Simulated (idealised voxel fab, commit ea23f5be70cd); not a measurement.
Process module in this document: voxel self aligned contacts
The figure presents cross-section cut, which has a width of 235 nm and is divided into square cells with an edge length of 5 nm.
Throughout this document, each cross-section is represented as a grid of square cells and is presented as a sequence of bands enumerated from the top downward, where a band comprises one or more rows of cells. Top height, bottom height, nm. Materials left to right, width each, nm. Single material + "edge to edge" = fills band edge to edge. "air" = empty. Where do heights start? At 0: under that level the wafer as delivered is made of one material only. And the lowest band has no floor; it just carries on downward, as in "0 nm and below". You'd read "30->40" like this: the band's top row of cells is as wide as the first number, its bottom row is as wide as the second, and going down, every row changes width by the same amount as the row before did. The designation "identical to before", where it is given for a processing step, indicates that no cell of the cross-section was altered in the course of that step. Listed in "Unvented internal voids": every empty space of 8 or more cells without an open way to the top. Form: width x height at distance, the distance being from the left edge, all in nm. The remark found on a step's line after its settings is issued by the simulator itself and pertains to that step. When a step includes a mask, the "overlay nm" setting on its line states how far to the right of its planned place that mask lay, and negative values state how far to the left.

[This section lists the process steps that were planned]
step 1: RECEIVE with material Si
step 2: CONFORMAL_DEP with material SiO2, thk nm 5
step 3: DIRECTIONAL_DEP with material polySi, thk nm 30
step 4: DIRECTIONAL_DEP with material SiN, thk nm 20
step 5: DIRECTIONAL_DEP with material aC, thk nm 15
step 6: PATTERN with tone cover, mask id GATE, material resist, width nm 35, pitch nm 75, thk nm 30, overlay nm 0
step 7: DIRECTIONAL_ETCH with etch materials aC, depth nm 15
step 8: STRIP with etch materials resist
step 9: DIRECTIONAL_ETCH with etch materials SiN, depth nm 20
step 10: DIRECTIONAL_ETCH with etch materials polySi, depth nm 30
step 11: STRIP with etch materials aC
step 12: CONFORMAL_DEP with material SiN, thk nm 10
step 13: DIRECTIONAL_ETCH with etch materials SiN, depth nm 10
step 14: FILL_DEP with material SiO2, thk nm 20
step 15: CMP with height nm 65
step 16: DIRECTIONAL_DEP with material aC, thk nm 15
step 17: PATTERN with tone open, mask id CONTACT, material resist, width nm 50, pitch nm 75, thk nm 35, overlay nm 0
step 18: DIRECTIONAL_ETCH with etch materials aC, depth nm 15
step 19: STRIP with etch materials resist
step 20: DIRECTIONAL_ETCH with etch materials SiO2, depth nm 65
step 21: STRIP with etch materials aC
step 22: CONFORMAL_DEP with material TiN, thk nm 5
step 23: FILL_DEP with material W, thk nm 10
step 24: CMP with height nm 65
step 25: CONFORMAL_DEP with material SiCN, thk nm 5

[Incoming wafer, cross-sectional view, post step 1]
    0 nm and below: Si edge to edge
    Unvented internal voids: none

[Cross-section taken at module completion on the first of two wafers; processed per the plan]
    70 nm to 65 nm: SiCN edge to edge
    65 nm to 55 nm: 55 nm SiO2 | 5->20 nm TiN | 40->10 nm W | 5->20 nm TiN | 25 nm SiO2 | 5->20 nm TiN | 40->10 nm W | 5->20 nm TiN | 55 nm SiO2
    55 nm to 35 nm: 15 nm SiO2 | 55 nm SiN | 5 nm TiN | 10 nm W | 5 nm TiN | 55 nm SiN | 5 nm TiN | 10 nm W | 5 nm TiN | 55 nm SiN | 15 nm SiO2
    35 nm to 5 nm: 15 nm SiO2 | 10 nm SiN | 35 nm polySi | 10 nm SiN | 5 nm TiN | 10 nm W | 5 nm TiN | 10 nm SiN | 35 nm polySi | 10 nm SiN | 5 nm TiN | 10 nm W | 5 nm TiN | 10 nm SiN | 35 nm polySi | 10 nm SiN | 15 nm SiO2
    5 nm to 0 nm: 70 nm SiO2 | 20 nm TiN | 55 nm SiO2 | 20 nm TiN | 70 nm SiO2
    0 nm and below: Si edge to edge
    Unvented internal voids: none

[Module end: cross-section of wafer two of two. Same start and process plan as the first wafer. One mistake during execution]
    70 nm to 65 nm: SiCN edge to edge
    65 nm to 55 nm: 50 nm SiO2 | 5->25 nm TiN | 40->10 nm W | 5->15 nm TiN | 25 nm SiO2 | 5->25 nm TiN | 40->10 nm W | 5->15 nm TiN | 60 nm SiO2
    55 nm to 35 nm: 15 nm SiO2 | 55 nm SiN | 5 nm TiN | 10 nm W | 5 nm TiN | 55 nm SiN | 5 nm TiN | 10 nm W | 5 nm TiN | 55 nm SiN | 15 nm SiO2
    35 nm to 5 nm: 15 nm SiO2 | 10 nm SiN | 35 nm polySi | 10 nm SiN | 5 nm TiN | 10 nm W | 5 nm TiN | 10 nm SiN | 35 nm polySi | 10 nm SiN | 5 nm TiN | 10 nm W | 5 nm TiN | 10 nm SiN | 35 nm polySi | 10 nm SiN | 15 nm SiO2
    5 nm to 0 nm: 70 nm SiO2 | 20 nm TiN | 55 nm SiO2 | 20 nm TiN | 70 nm SiO2
    0 nm and below: Si edge to edge
    Unvented internal voids: none
Short version of what went wrong: step 17 did not use the planned setting and instead ran as PATTERN with tone open, mask id CONTACT, material resist, width nm 50, pitch nm 75, thk nm 35, overlay nm -5
If you tally the cells, the second wafer ends up with the same amount of every material as the first; it's all just sitting in different places.
